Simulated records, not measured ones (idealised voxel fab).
process module | voxel released beams
cross-section cut | 285 nm wide | cells 5 nm
A cross-section is a grid of square cells, given in bands from the top down. A band is one or more rows of cells.
Each band's line starts with the height of the band's top and of its bottom, in nm. Then come its materials from left to right, each with its width in nm. One material with "throughout" fills the band from edge to edge. "air" is empty space.
Height 0 is the level under which the wafer as received is all one material. The lowest band goes on downwards, as in "0 down".
A width such as "30 to 40" changes by the same amount from each row of cells to the next, from the band's top row to its bottom row.
"no change" after a step means that no cell of the cross-section changed.
closed voids: empty space of 8 cells or more with no open way to the top, each as width x height at its distance from the left edge, in nm
after a step's settings: what the simulator itself notes on the step
overlay nm, on a step with a mask: how far to the right of its planned place the mask lay; to the left if negative
plan
1 op RECEIVE | material Si
2 op CONFORMAL_DEP | material Al2O3 | thk nm 5
3 op DIRECTIONAL_DEP | material SiO2 | thk nm 20
4 op PATTERN | tone open | mask id ANCHOR | material resist | width nm 35 | thk nm 15 | overlay nm 0
5 op DIRECTIONAL_ETCH | etch materials SiO2 | depth nm 20
6 op STRIP | etch materials resist
7 op CONFORMAL_DEP | material W | thk nm 15
8 op MASKED_ETCH | tone cover | mask id BEAM | width nm 95 | etch materials W | depth nm 15 | overlay nm 0
9 op STRIP | etch materials SiO2
as received, after step 1
  0 down: Si throughout
  closed voids: none
first wafer at the end, as planned
  40 to 25: air 90 | W 20 | air 5 | W 70 | air 100
  25 to 20: air 95 | W 15 | air 5 | W 15 | air 155
  20 to 5: air 95 | W 35 | air 155
  5 to 0: Al2O3 throughout
  0 down: Si throughout
  closed voids: none
second wafer at the end: like start, like plan, one mistake
  40 to 25: air 90 | W 95 | air 100
  25 to 20: Al2O3 throughout
  20 to 0: SiO2 throughout
  0 down: Si throughout
  closed voids: none
what went wrong: steps 2 and 3 were swapped
at the end the second wafer has, in cells: 228 more of SiO2 | 24 fewer of W
